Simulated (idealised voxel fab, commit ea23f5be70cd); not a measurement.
Process module, titled voxel fin reveal
Cross-sectional view cut (width: 255 nm; square cell size: 5 nm).
Reading order for cross-sections: top band down to bottom band. Underlying form: a grid of square cells. Band size: one or more rows of cells. This entry defines a band. It first specifies the height of the band's top and the height of its bottom in nm, and then specifies the band's materials from left to right, stating each material with its width in nm. The word "throughout" identifies a single material that fills the band from edge to edge, while the word "empty" identifies empty space. Where do heights start? At 0: under that level the wafer as delivered is made of one material only. And the lowest band has no floor; it just carries on downward, as in "0..down". When a width is written as two numbers, as in "30..40", the first number is the width in the top row of cells of the band and the second is the width in its bottom row, and the width changes by the same amount from each row to the next. When a step is marked "left unchanged", none of the cells in the cross-section changed during that step. So "closed voids" is basically the list of trapped voids: any empty space of 8 cells or more that can't reach the top through an opening. They're written width x height at distance, the distance being from the left edge, and it's all nm. The remark found on a step's line after its settings is issued by the simulator itself and pertains to that step. The optional step-line setting "overlay nm" applies to steps with a mask and quantifies how far to the right of its planned location the mask lay, a negative value indicating leftward placement.

[Steps in the process plan]
1,RECEIVE with material Si
2,CONFORMAL_DEP with material SiN, thk nm 10
3,PATTERN with tone cover, mask id FINS, material resist, width nm 15, pitch nm 40, thk nm 15, overlay nm 0
4,DIRECTIONAL_ETCH with etch materials SiN, depth nm 10
5,DIRECTIONAL_ETCH with etch materials Si, depth nm 35
6,STRIP with etch materials resist
7,OXIDIZE with depth nm 5
8,FILL_DEP with material SiO2, thk nm 10
9,CMP with height nm 10
10,SELECTIVE_ETCH with etch materials SiO2, depth nm 20
11,STRIP with etch materials SiN

[As-received state of the wafer in cross-section, equivalent to post-step 1]
  0..down  Si throughout
  closed voids: none

[Cross-section, end of module. Start: as above. Plan: as above. Execution: one mistake]
  0..-10  empty=85, Si=5, empty=35, Si=5, empty=35, Si=5, empty=85
  -10..-50  SiO2=85, Si=5, SiO2=35, Si=5, SiO2=35, Si=5, SiO2=85
  -50..down  Si throughout
  closed voids: none
Where did the run depart from the plan? not per plan at step 5, really ran DIRECTIONAL_ETCH with etch materials Si, depth nm 45
